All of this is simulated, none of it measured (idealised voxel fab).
process module | voxel trench capacitor
cross-section cut | 165 nm wide | cells 5 nm
A cross-section is a grid of square cells, given in bands from the top down. A band is one or more rows of cells.
Each band's line starts with the height of the band's top and of its bottom, in nm. Then come its materials from left to right, each with its width in nm. One material with "throughout" fills the band from edge to edge. "air" is empty space.
Height 0 is the level under which the wafer as received is all one material. The lowest band goes on downwards, as in "0 down".
A width such as "30 to 40" changes by the same amount from each row of cells to the next, from the band's top row to its bottom row.
"no change" after a step means that no cell of the cross-section changed.
closed voids: empty space of 8 cells or more with no open way to the top, each as width x height at its distance from the left edge, in nm
after a step's settings: what the simulator itself notes on the step
overlay nm, on a step with a mask: how far to the right of its planned place the mask lay; to the left if negative
plan
1 op RECEIVE | material Si
2 op CONFORMAL_DEP | material SiN | thk nm 5
3 op PATTERN | tone open | mask id TRENCH | material resist | width nm 20 | pitch nm 45 | thk nm 15 | overlay nm 0
4 op DIRECTIONAL_ETCH | etch materials SiN | depth nm 5
5 op DIRECTIONAL_ETCH | etch materials Si | depth nm 25
6 op STRIP | etch materials resist
7 op CONFORMAL_DEP | material SiO2 | thk nm 5
8 op FILL_DEP | material polySi | thk nm 10
9 op CMP | height nm 5
as received, after step 1
  0 down: Si throughout
  closed voids: none
a wafer at the end: this start, this plan, one mistake
  5 to 0: SiN 50 | SiO2 5 | polySi 10 | SiO2 5 | SiN 25 | SiO2 5 | polySi 10 | SiO2 5 | SiN 50
  0 to -15: Si 50 | SiO2 5 | polySi 10 | SiO2 5 | Si 25 | SiO2 5 | polySi 10 | SiO2 5 | Si 50
  -15 to -20: Si 50 | SiO2 20 | Si 25 | SiO2 20 | Si 50
  -20 down: Si throughout
  closed voids: none
what went wrong: step 5 ran as: op DIRECTIONAL_ETCH | etch materials Si | depth nm 20
